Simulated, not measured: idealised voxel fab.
process module | voxel transistor to metal
cross-section cut | 180 nm wide | cells 5 nm
A cross-section is a grid of square cells, given in bands from the top down. A band is one or more rows of cells.
Each band's line starts with the height of the band's top and of its bottom, in nm. Then come its materials from left to right, each with its width in nm. One material with "throughout" fills the band from edge to edge. "air" is empty space.
Height 0 is the level under which the wafer as received is all one material. The lowest band goes on downwards, as in "0 down".
A width such as "30 to 40" changes by the same amount from each row of cells to the next, from the band's top row to its bottom row.
"no change" after a step means that no cell of the cross-section changed.
closed voids: empty space of 8 cells or more with no open way to the top, each as width x height at its distance from the left edge, in nm
after a step's settings: what the simulator itself notes on the step
overlay nm, on a step with a mask: how far to the right of its planned place the mask lay; to the left if negative
plan
1 op RECEIVE | material Si
2 op CONFORMAL_DEP | material SiO2 | thk nm 5
3 op CONFORMAL_DEP | material SiN | thk nm 10
4 op PATTERN | tone cover | mask id ACTIVE | material resist | width nm 105 | thk nm 20 | overlay nm 0
5 op DIRECTIONAL_ETCH | etch materials SiN | depth nm 10
6 op DIRECTIONAL_ETCH | etch materials SiO2 | depth nm 5
7 op DIRECTIONAL_ETCH | etch materials Si | depth nm 20
8 op STRIP | etch materials resist
9 op OXIDIZE | depth nm 5
10 op FILL_DEP | material SiO2 | thk nm 10
11 op CMP | height nm 15
12 op SELECTIVE_ETCH | etch materials SiO2 | depth nm 5
13 op STRIP | etch materials SiN
14 op SELECTIVE_ETCH | etch materials SiO2 | depth nm 5
15 op OXIDIZE | depth nm 5
16 op DIRECTIONAL_DEP | material polySi | thk nm 20
17 op DIRECTIONAL_DEP | material SiCN | thk nm 10
18 op PATTERN | tone cover | mask id GATE | material resist | width nm 25 | thk nm 20 | overlay nm 0
19 op DIRECTIONAL_ETCH | etch materials SiCN | depth nm 20
20 op DIRECTIONAL_ETCH | etch materials polySi | depth nm 30
21 op STRIP | etch materials resist
22 op CONFORMAL_DEP | material SiN | thk nm 10
23 op DIRECTIONAL_ETCH | etch materials SiN | depth nm 10
24 op DIRECTIONAL_ETCH | etch materials SiO2 | depth nm 5
25 op DIRECTIONAL_ETCH | etch materials Si | depth nm 10
26 op EPI | material nSi | thk nm 10
27 op FILL_DEP | material SiO2 | thk nm 10
28 op CMP | height nm 30
29 op DIRECTIONAL_DEP | material SiO2 | thk nm 10
30 op DIRECTIONAL_DEP | material aC | thk nm 15
31 op PATTERN | tone open | mask id CONTACT | material resist | width nm 25 | pitch nm 60 | thk nm 35 | overlay nm 0
32 op DIRECTIONAL_ETCH | etch materials aC | depth nm 15
33 op STRIP | etch materials resist
34 op DIRECTIONAL_ETCH | etch materials SiO2 | depth nm 45
35 op STRIP | etch materials aC
36 op CONFORMAL_DEP | material TiN | thk nm 5
37 op FILL_DEP | material Ru | thk nm 10
38 op CMP | height nm 40
39 op DIRECTIONAL_DEP | material TiN | thk nm 5
40 op DIRECTIONAL_DEP | material W | thk nm 25
41 op DIRECTIONAL_DEP | material aC | thk nm 15
42 op PATTERN | tone cover | mask id METAL_1 | material resist | width nm 15 | pitch nm 70 | thk nm 35 | overlay nm 0
43 op DIRECTIONAL_ETCH | etch materials aC | depth nm 15
44 op STRIP | etch materials resist
45 op DIRECTIONAL_ETCH | etch materials W | depth nm 25
46 op DIRECTIONAL_ETCH | etch materials TiN | depth nm 5
47 op STRIP | etch materials aC
48 op CONFORMAL_DEP | material SiN | thk nm 5
49 op FILL_DEP | material lowk | thk nm 10
50 op CMP | height nm 70
51 op CONFORMAL_DEP | material SiCN | thk nm 5
52 op DIRECTIONAL_DEP | material lowk | thk nm 30
53 op DIRECTIONAL_DEP | material aC | thk nm 15
54 op PATTERN | tone open | mask id METAL_2 | material resist | width nm 15 | pitch nm 70 | thk nm 35 | overlay nm 0
55 op DIRECTIONAL_ETCH | etch materials aC | depth nm 15
56 op STRIP | etch materials resist
57 op DIRECTIONAL_ETCH | etch materials lowk | depth nm 15
58 op STRIP | etch materials aC
59 op MASKED_ETCH | tone open | mask id METAL_2_HOLES | width nm 15 | pitch nm 70 | etch materials lowk | depth nm 15 | overlay nm 0
60 op MASKED_ETCH | tone open | mask id METAL_2_HOLES | width nm 15 | pitch nm 70 | etch materials SiCN | depth nm 5 | overlay nm 0
61 op CONFORMAL_DEP | material TiN | thk nm 5
62 op FILL_DEP | material Cu | thk nm 10
63 op CMP | height nm 105
64 op CONFORMAL_DEP | material SiCN | thk nm 5
first wafer, as planned
as received, after step 1
  0 down: Si throughout
  closed voids: none
after step 2
  5 to 0: SiO2 throughout
  below 0: unchanged
after step 3
  15 to 5: SiN throughout
  below 5: unchanged
after step 4
  35 to 15: air 35 | resist 105 | air 40
  below 15: unchanged
after step 5
  35 to 15: air 35 | resist 105 | air 40
  15 to 5: air 35 | SiN 105 | air 40
  below 5: unchanged
after step 6
  35 to 15: air 35 | resist 105 | air 40
  15 to 5: air 35 | SiN 105 | air 40
  5 to 0: air 35 | SiO2 105 | air 40
  below 0: unchanged
after step 7
  35 to 15: air 35 | resist 105 | air 40
  15 to 5: air 35 | SiN 105 | air 40
  5 to 0: air 35 | SiO2 105 | air 40
  0 to -20: air 35 | Si 105 | air 40
  below -20: unchanged
after step 8
  15 to 5: air 35 | SiN 105 | air 40
  below 5: unchanged
after step 9
  15 to 5: air 35 | SiN 105 | air 40
  5 to 0: air 35 | SiO2 105 | air 40
  0 to -20: air 35 | SiO2 5 | Si 95 | SiO2 5 | air 40
  -20 to -25: SiO2 40 | Si 95 | SiO2 45
  below -25: unchanged
after step 10
  25 to 15: SiO2 throughout
  15 to 5: SiO2 35 | SiN 105 | SiO2 40
  5 to 0: SiO2 throughout
  0 to -25: SiO2 40 | Si 95 | SiO2 45
  below -25: unchanged
after step 11
  15 to 5: SiO2 35 | SiN 105 | SiO2 40
  below 5: unchanged
after step 12
  15 to 10: air 35 | SiN 105 | air 40
  below 10: unchanged
after step 13
  10 to 5: SiO2 35 | air 105 | SiO2 40
  below 5: unchanged
after step 14
  5 to 0: SiO2 30 | air 115 | SiO2 35
  below 0: unchanged
after step 15
  5 to 0: SiO2 30 | air 115 | SiO2 35
  0 to -5: SiO2 throughout
  below -5: unchanged
after step 16
  25 to 20: polySi 30 | air 115 | polySi 35
  20 to 5: polySi throughout
  5 to 0: SiO2 30 | polySi 115 | SiO2 35
  below 0: unchanged
after step 17
  35 to 30: SiCN 30 | air 115 | SiCN 35
  30 to 25: SiCN throughout
  25 to 20: polySi 30 | SiCN 115 | polySi 35
  below 20: unchanged
after step 18
  55 to 35: air 75 | resist 25 | air 80
  35 to 30: SiCN 30 | air 45 | resist 25 | air 45 | SiCN 35
  below 30: unchanged
after step 19
  55 to 30: air 75 | resist 25 | air 80
  30 to 25: air 75 | SiCN 25 | air 80
  25 to 20: polySi 30 | air 45 | SiCN 25 | air 45 | polySi 35
  below 20: unchanged
after step 20
  55 to 30: air 75 | resist 25 | air 80
  30 to 20: air 75 | SiCN 25 | air 80
  20 to 5: air 75 | polySi 25 | air 80
  5 to 0: SiO2 30 | air 45 | polySi 25 | air 45 | SiO2 35
  below 0: unchanged
after step 21
  30 to 20: air 75 | SiCN 25 | air 80
  below 20: unchanged
after step 22
  40 to 30: air 65 | SiN 45 | air 70
  30 to 20: air 65 | SiN 10 | SiCN 25 | SiN 10 | air 70
  20 to 15: air 65 | SiN 10 | polySi 25 | SiN 10 | air 70
  15 to 10: SiN 40 | air 25 | SiN 10 | polySi 25 | SiN 10 | air 25 | SiN 45
  10 to 5: SiN 75 | polySi 25 | SiN 80
  5 to 0: SiO2 30 | SiN 45 | polySi 25 | SiN 45 | SiO2 35
  below 0: unchanged
after step 23
  30 to 20: air 65 | SiN 10 | SiCN 25 | SiN 10 | air 70
  20 to 5: air 65 | SiN 10 | polySi 25 | SiN 10 | air 70
  5 to 0: SiO2 30 | SiN 10 | air 25 | SiN 10 | polySi 25 | SiN 10 | air 25 | SiN 10 | SiO2 35
  below 0: unchanged
after step 24
  30 to 20: air 65 | SiN 10 | SiCN 25 | SiN 10 | air 70
  20 to 5: air 65 | SiN 10 | polySi 25 | SiN 10 | air 70
  5 to 0: air 30 | SiN 10 | air 25 | SiN 10 | polySi 25 | SiN 10 | air 25 | SiN 10 | air 35
  0 to -5: SiO2 40 | air 25 | SiO2 45 | air 25 | SiO2 45
  below -5: unchanged
after step 25
  30 to 20: air 65 | SiN 10 | SiCN 25 | SiN 10 | air 70
  20 to 5: air 65 | SiN 10 | polySi 25 | SiN 10 | air 70
  5 to 0: air 30 | SiN 10 | air 25 | SiN 10 | polySi 25 | SiN 10 | air 25 | SiN 10 | air 35
  0 to -5: SiO2 40 | air 25 | SiO2 45 | air 25 | SiO2 45
  -5 to -15: SiO2 40 | air 25 | Si 45 | air 25 | SiO2 45
  below -15: unchanged
after step 26
  30 to 20: air 65 | SiN 10 | SiCN 25 | SiN 10 | air 70
  20 to 5: air 65 | SiN 10 | polySi 25 | SiN 10 | air 70
  5 to 0: air 30 | SiN 10 | air 15 | nSi 10 | SiN 10 | polySi 25 | SiN 10 | nSi 10 | air 15 | SiN 10 | air 35
  0 to -5: SiO2 40 | air 15 | nSi 10 | SiO2 45 | nSi 10 | air 15 | SiO2 45
  -5 to -15: SiO2 40 | nSi 25 | Si 45 | nSi 25 | SiO2 45
  below -15: unchanged
after step 27
  40 to 30: SiO2 throughout
  30 to 20: SiO2 65 | SiN 10 | SiCN 25 | SiN 10 | SiO2 70
  20 to 5: SiO2 65 | SiN 10 | polySi 25 | SiN 10 | SiO2 70
  5 to 0: SiO2 30 | SiN 10 | SiO2 15 | nSi 10 | SiN 10 | polySi 25 | SiN 10 | nSi 10 | SiO2 15 | SiN 10 | SiO2 35
  0 to -5: SiO2 55 | nSi 10 | SiO2 45 | nSi 10 | SiO2 60
  below -5: unchanged
after step 28
  30 to 20: SiO2 65 | SiN 10 | SiCN 25 | SiN 10 | SiO2 70
  below 20: unchanged
after step 29
  40 to 30: SiO2 throughout
  below 30: unchanged
after step 30
  55 to 40: aC throughout
  below 40: unchanged
after step 31
  90 to 55: resist 45 | air 25 | resist 35 | air 25 | resist 50
  below 55: unchanged
after step 32
  75 to 55: resist 45 | air 25 | resist 35 | air 25 | resist 50
  55 to 40: aC 45 | air 25 | aC 35 | air 25 | aC 50
  below 40: unchanged
after step 33
  55 to 40: aC 45 | air 25 | aC 35 | air 25 | aC 50
  below 40: unchanged
after step 34
  55 to 40: aC 45 | air 25 | aC 35 | air 25 | aC 50
  40 to 30: SiO2 45 | air 25 | SiO2 35 | air 25 | SiO2 50
  30 to 20: SiO2 45 | air 20 | SiN 10 | SiCN 25 | SiN 10 | air 20 | SiO2 50
  20 to 5: SiO2 45 | air 20 | SiN 10 | polySi 25 | SiN 10 | air 20 | SiO2 50
  5 to 0: SiO2 30 | SiN 10 | SiO2 5 | air 10 | nSi 10 | SiN 10 | polySi 25 | SiN 10 | nSi 10 | air 10 | SiO2 5 | SiN 10 | SiO2 35
  0 to -5: SiO2 45 | air 10 | nSi 10 | SiO2 45 | nSi 10 | air 10 | SiO2 50
  below -5: unchanged
after step 35
  40 to 30: SiO2 45 | air 25 | SiO2 35 | air 25 | SiO2 50
  below 30: unchanged
after step 36
  45 to 40: TiN 50 | air 15 | TiN 45 | air 15 | TiN 55
  40 to 30: SiO2 45 | TiN 5 | air 15 to 10 | TiN 5 to 10 | SiO2 35 | TiN 5 to 10 | air 15 to 10 | TiN 5 | SiO2 50
  30 to 20: SiO2 45 | TiN 5 | air 10 | TiN 5 | SiN 10 | SiCN 25 | SiN 10 | TiN 5 | air 10 | TiN 5 | SiO2 50
  20 to 10: SiO2 45 | TiN 5 | air 10 | TiN 5 | SiN 10 | polySi 25 | SiN 10 | TiN 5 | air 10 | TiN 5 | SiO2 50
  10 to 5: SiO2 45 | TiN 20 | SiN 10 | polySi 25 | SiN 10 | TiN 20 | SiO2 50
  5 to 0: SiO2 30 | SiN 10 | SiO2 5 | TiN 10 | nSi 10 | SiN 10 | polySi 25 | SiN 10 | nSi 10 | TiN 10 | SiO2 5 | SiN 10 | SiO2 35
  0 to -5: SiO2 45 | TiN 10 | nSi 10 | SiO2 45 | nSi 10 | TiN 10 | SiO2 50
  below -5: unchanged
after step 37
  55 to 45: Ru throughout
  45 to 40: TiN 50 | Ru 15 | TiN 45 | Ru 15 | TiN 55
  40 to 30: SiO2 45 | TiN 5 | Ru 15 to 10 | TiN 5 to 10 | SiO2 35 | TiN 5 to 10 | Ru 15 to 10 | TiN 5 | SiO2 50
  30 to 20: SiO2 45 | TiN 5 | Ru 10 | TiN 5 | SiN 10 | SiCN 25 | SiN 10 | TiN 5 | Ru 10 | TiN 5 | SiO2 50
  20 to 10: SiO2 45 | TiN 5 | Ru 10 | TiN 5 | SiN 10 | polySi 25 | SiN 10 | TiN 5 | Ru 10 | TiN 5 | SiO2 50
  below 10: unchanged
after step 38
  40 to 30: SiO2 45 | TiN 5 | Ru 15 to 10 | TiN 5 to 10 | SiO2 35 | TiN 5 to 10 | Ru 15 to 10 | TiN 5 | SiO2 50
  below 30: unchanged
after step 39
  45 to 40: TiN throughout
  below 40: unchanged
after step 40
  70 to 45: W throughout
  below 45: unchanged
after step 41
  85 to 70: aC throughout
  below 70: unchanged
after step 42
  120 to 85: air 45 | resist 15 | air 55 | resist 15 | air 50
  below 85: unchanged
after step 43
  105 to 85: air 45 | resist 15 | air 55 | resist 15 | air 50
  85 to 70: air 45 | aC 15 | air 55 | aC 15 | air 50
  below 70: unchanged
after step 44
  85 to 70: air 45 | aC 15 | air 55 | aC 15 | air 50
  below 70: unchanged
after step 45
  85 to 70: air 45 | aC 15 | air 55 | aC 15 | air 50
  70 to 45: air 45 | W 15 | air 55 | W 15 | air 50
  below 45: unchanged
after step 46
  85 to 70: air 45 | aC 15 | air 55 | aC 15 | air 50
  70 to 45: air 45 | W 15 | air 55 | W 15 | air 50
  45 to 40: air 45 | TiN 15 | air 55 | TiN 15 | air 50
  below 40: unchanged
after step 47
  70 to 45: air 45 | W 15 | air 55 | W 15 | air 50
  below 45: unchanged
after step 48
  75 to 70: air 40 | SiN 25 | air 45 | SiN 25 | air 45
  70 to 45: air 40 | SiN 5 | W 15 | SiN 5 | air 45 | SiN 5 | W 15 | SiN 5 | air 45
  45 to 40: SiN 45 | TiN 15 | SiN 55 | TiN 15 | SiN 50
  below 40: unchanged
after step 49
  85 to 75: lowk throughout
  75 to 70: lowk 40 | SiN 25 | lowk 45 | SiN 25 | lowk 45
  70 to 45: lowk 40 | SiN 5 | W 15 | SiN 5 | lowk 45 | SiN 5 | W 15 | SiN 5 | lowk 45
  below 45: unchanged
after step 50
  70 to 45: lowk 40 | SiN 5 | W 15 | SiN 5 | lowk 45 | SiN 5 | W 15 | SiN 5 | lowk 45
  below 45: unchanged
after step 51
  75 to 70: SiCN throughout
  below 70: unchanged
after step 52
  105 to 75: lowk throughout
  below 75: unchanged
after step 53
  120 to 105: aC throughout
  below 105: unchanged
after step 54
  155 to 120: resist 45 | air 15 | resist 55 | air 15 | resist 50
  below 120: unchanged
after step 55
  140 to 120: resist 45 | air 15 | resist 55 | air 15 | resist 50
  120 to 105: aC 45 | air 15 | aC 55 | air 15 | aC 50
  below 105: unchanged
after step 56
  120 to 105: aC 45 | air 15 | aC 55 | air 15 | aC 50
  below 105: unchanged
after step 57
  120 to 105: aC 45 | air 15 | aC 55 | air 15 | aC 50
  105 to 90: lowk 45 | air 15 | lowk 55 | air 15 | lowk 50
  below 90: unchanged
after step 58
  105 to 90: lowk 45 | air 15 | lowk 55 | air 15 | lowk 50
  below 90: unchanged
after step 59
  105 to 75: lowk 45 | air 15 | lowk 55 | air 15 | lowk 50
  below 75: unchanged
after step 60
  105 to 75: lowk 45 | air 15 | lowk 55 | air 15 | lowk 50
  75 to 70: SiCN 45 | air 15 | SiCN 55 | air 15 | SiCN 50
  below 70: unchanged
after step 61
  110 to 105: TiN 50 | air 5 | TiN 65 | air 5 | TiN 55
  105 to 75: lowk 45 | TiN 5 | air 5 | TiN 5 | lowk 55 | TiN 5 | air 5 | TiN 5 | lowk 50
  75 to 70: SiCN 45 | TiN 15 | SiCN 55 | TiN 15 | SiCN 50
  below 70: unchanged
after step 62
  120 to 110: Cu throughout
  110 to 105: TiN 50 | Cu 5 | TiN 65 | Cu 5 | TiN 55
  105 to 75: lowk 45 | TiN 5 | Cu 5 | TiN 5 | lowk 55 | TiN 5 | Cu 5 | TiN 5 | lowk 50
  below 75: unchanged
after step 63
  105 to 75: lowk 45 | TiN 5 | Cu 5 | TiN 5 | lowk 55 | TiN 5 | Cu 5 | TiN 5 | lowk 50
  below 75: unchanged
after step 64
  110 to 105: SiCN throughout
  below 105: unchanged
second wafer: like start, like plan, one mistake. Through step 30 it matches the first wafer
when step 31 should have ended
  90 to 55: resist 40 | air 25 | resist 35 | air 25 | resist 55
  below 55: unchanged
when step 32 should have ended
  75 to 55: resist 40 | air 25 | resist 35 | air 25 | resist 55
  55 to 40: aC 40 | air 25 | aC 35 | air 25 | aC 55
  below 40: unchanged
when step 33 should have ended
  55 to 40: aC 40 | air 25 | aC 35 | air 25 | aC 55
  below 40: unchanged
when step 34 should have ended
  55 to 40: aC 40 | air 25 | aC 35 | air 25 | aC 55
  40 to 30: SiO2 40 | air 25 | SiO2 35 | air 25 | SiO2 55
  30 to 20: SiO2 40 | air 25 | SiN 10 | SiCN 25 | SiN 10 | air 15 | SiO2 55
  20 to 5: SiO2 40 | air 25 | SiN 10 | polySi 25 | SiN 10 | air 15 | SiO2 55
  5 to 0: SiO2 30 | SiN 10 | air 15 | nSi 10 | SiN 10 | polySi 25 | SiN 10 | nSi 10 | air 5 | SiO2 10 | SiN 10 | SiO2 35
  0 to -5: SiO2 40 | air 15 | nSi 10 | SiO2 45 | nSi 10 | air 5 | SiO2 55
  below -5: unchanged
when step 35 should have ended
  40 to 30: SiO2 40 | air 25 | SiO2 35 | air 25 | SiO2 55
  below 30: unchanged
when step 36 should have ended
  45 to 40: TiN 45 | air 15 | TiN 45 | air 15 | TiN 60
  40 to 30: SiO2 40 | TiN 5 | air 15 | TiN 5 | SiO2 35 | TiN 5 to 15 | air 15 to 5 | TiN 5 | SiO2 55
  30 to 20: SiO2 40 | TiN 5 | air 15 | TiN 5 | SiN 10 | SiCN 25 | SiN 10 | TiN 5 | air 5 | TiN 5 | SiO2 55
  20 to 10: SiO2 40 | TiN 5 | air 15 | TiN 5 | SiN 10 | polySi 25 | SiN 10 | TiN 5 | air 5 | TiN 5 | SiO2 55
  10 to 5: SiO2 40 | TiN 5 | air 5 | TiN 15 | SiN 10 | polySi 25 | SiN 10 | TiN 15 | SiO2 55
  5 to 0: SiO2 30 | SiN 10 | TiN 5 | air 5 | TiN 5 | nSi 10 | SiN 10 | polySi 25 | SiN 10 | nSi 10 | TiN 5 | SiO2 10 | SiN 10 | SiO2 35
  0 to -5: SiO2 40 | TiN 15 | nSi 10 | SiO2 45 | nSi 10 | TiN 5 | SiO2 55
  below -5: unchanged
when step 37 should have ended
  55 to 45: Ru throughout
  45 to 40: TiN 45 | Ru 15 | TiN 45 | Ru 15 | TiN 60
  40 to 30: SiO2 40 | TiN 5 | Ru 15 | TiN 5 | SiO2 35 | TiN 5 to 15 | Ru 15 to 5 | TiN 5 | SiO2 55
  30 to 20: SiO2 40 | TiN 5 | Ru 15 | TiN 5 | SiN 10 | SiCN 25 | SiN 10 | TiN 5 | Ru 5 | TiN 5 | SiO2 55
  20 to 10: SiO2 40 | TiN 5 | Ru 15 | TiN 5 | SiN 10 | polySi 25 | SiN 10 | TiN 5 | Ru 5 | TiN 5 | SiO2 55
  10 to 5: SiO2 40 | TiN 5 | Ru 5 | TiN 15 | SiN 10 | polySi 25 | SiN 10 | TiN 15 | SiO2 55
  5 to 0: SiO2 30 | SiN 10 | TiN 5 | Ru 5 | TiN 5 | nSi 10 | SiN 10 | polySi 25 | SiN 10 | nSi 10 | TiN 5 | SiO2 10 | SiN 10 | SiO2 35
  below 0: unchanged
when step 38 should have ended
  40 to 30: SiO2 40 | TiN 5 | Ru 15 | TiN 5 | SiO2 35 | TiN 5 to 15 | Ru 15 to 5 | TiN 5 | SiO2 55
  below 30: unchanged
when step 39 should have ended
  45 to 40: TiN throughout
  below 40: unchanged
when step 40 should have ended
  70 to 45: W throughout
  below 45: unchanged
when step 41 should have ended
  85 to 70: aC throughout
  below 70: unchanged
when step 42 should have ended
  120 to 85: air 45 | resist 15 | air 55 | resist 15 | air 50
  below 85: unchanged
when step 43 should have ended
  105 to 85: air 45 | resist 15 | air 55 | resist 15 | air 50
  85 to 70: air 45 | aC 15 | air 55 | aC 15 | air 50
  below 70: unchanged
when step 44 should have ended
  85 to 70: air 45 | aC 15 | air 55 | aC 15 | air 50
  below 70: unchanged
when step 45 should have ended
  85 to 70: air 45 | aC 15 | air 55 | aC 15 | air 50
  70 to 45: air 45 | W 15 | air 55 | W 15 | air 50
  below 45: unchanged
when step 46 should have ended
  85 to 70: air 45 | aC 15 | air 55 | aC 15 | air 50
  70 to 45: air 45 | W 15 | air 55 | W 15 | air 50
  45 to 40: air 45 | TiN 15 | air 55 | TiN 15 | air 50
  below 40: unchanged
when step 47 should have ended
  70 to 45: air 45 | W 15 | air 55 | W 15 | air 50
  below 45: unchanged
when step 48 should have ended
  75 to 70: air 40 | SiN 25 | air 45 | SiN 25 | air 45
  70 to 45: air 40 | SiN 5 | W 15 | SiN 5 | air 45 | SiN 5 | W 15 | SiN 5 | air 45
  45 to 40: SiN 45 | TiN 15 | SiN 55 | TiN 15 | SiN 50
  below 40: unchanged
when step 49 should have ended
  85 to 75: lowk throughout
  75 to 70: lowk 40 | SiN 25 | lowk 45 | SiN 25 | lowk 45
  70 to 45: lowk 40 | SiN 5 | W 15 | SiN 5 | lowk 45 | SiN 5 | W 15 | SiN 5 | lowk 45
  below 45: unchanged
when step 50 should have ended
  70 to 45: lowk 40 | SiN 5 | W 15 | SiN 5 | lowk 45 | SiN 5 | W 15 | SiN 5 | lowk 45
  below 45: unchanged
when step 51 should have ended
  75 to 70: SiCN throughout
  below 70: unchanged
when step 52 should have ended
  105 to 75: lowk throughout
  below 75: unchanged
when step 53 should have ended
  120 to 105: aC throughout
  below 105: unchanged
when step 54 should have ended
  155 to 120: resist 45 | air 15 | resist 55 | air 15 | resist 50
  below 120: unchanged
when step 55 should have ended
  140 to 120: resist 45 | air 15 | resist 55 | air 15 | resist 50
  120 to 105: aC 45 | air 15 | aC 55 | air 15 | aC 50
  below 105: unchanged
when step 56 should have ended
  120 to 105: aC 45 | air 15 | aC 55 | air 15 | aC 50
  below 105: unchanged
when step 57 should have ended
  120 to 105: aC 45 | air 15 | aC 55 | air 15 | aC 50
  105 to 90: lowk 45 | air 15 | lowk 55 | air 15 | lowk 50
  below 90: unchanged
when step 58 should have ended
  105 to 90: lowk 45 | air 15 | lowk 55 | air 15 | lowk 50
  below 90: unchanged
when step 59 should have ended
  105 to 75: lowk 45 | air 15 | lowk 55 | air 15 | lowk 50
  below 75: unchanged
when step 60 should have ended
  105 to 75: lowk 45 | air 15 | lowk 55 | air 15 | lowk 50
  75 to 70: SiCN 45 | air 15 | SiCN 55 | air 15 | SiCN 50
  below 70: unchanged
when step 61 should have ended
  110 to 105: TiN 50 | air 5 | TiN 65 | air 5 | TiN 55
  105 to 75: lowk 45 | TiN 5 | air 5 | TiN 5 | lowk 55 | TiN 5 | air 5 | TiN 5 | lowk 50
  75 to 70: SiCN 45 | TiN 15 | SiCN 55 | TiN 15 | SiCN 50
  below 70: unchanged
when step 62 should have ended
  120 to 110: Cu throughout
  110 to 105: TiN 50 | Cu 5 | TiN 65 | Cu 5 | TiN 55
  105 to 75: lowk 45 | TiN 5 | Cu 5 | TiN 5 | lowk 55 | TiN 5 | Cu 5 | TiN 5 | lowk 50
  below 75: unchanged
when step 63 should have ended
  105 to 75: lowk 45 | TiN 5 | Cu 5 | TiN 5 | lowk 55 | TiN 5 | Cu 5 | TiN 5 | lowk 50
  below 75: unchanged
when step 64 should have ended
  110 to 105: SiCN throughout
  below 105: unchanged
what went wrong: step 31 ran as: op PATTERN | tone open | mask id CONTACT | material resist | width nm 25 | pitch nm 60 | thk nm 35 | overlay nm -5
at the end the second wafer has, in cells: 2 more of Ru | 2 fewer of TiN
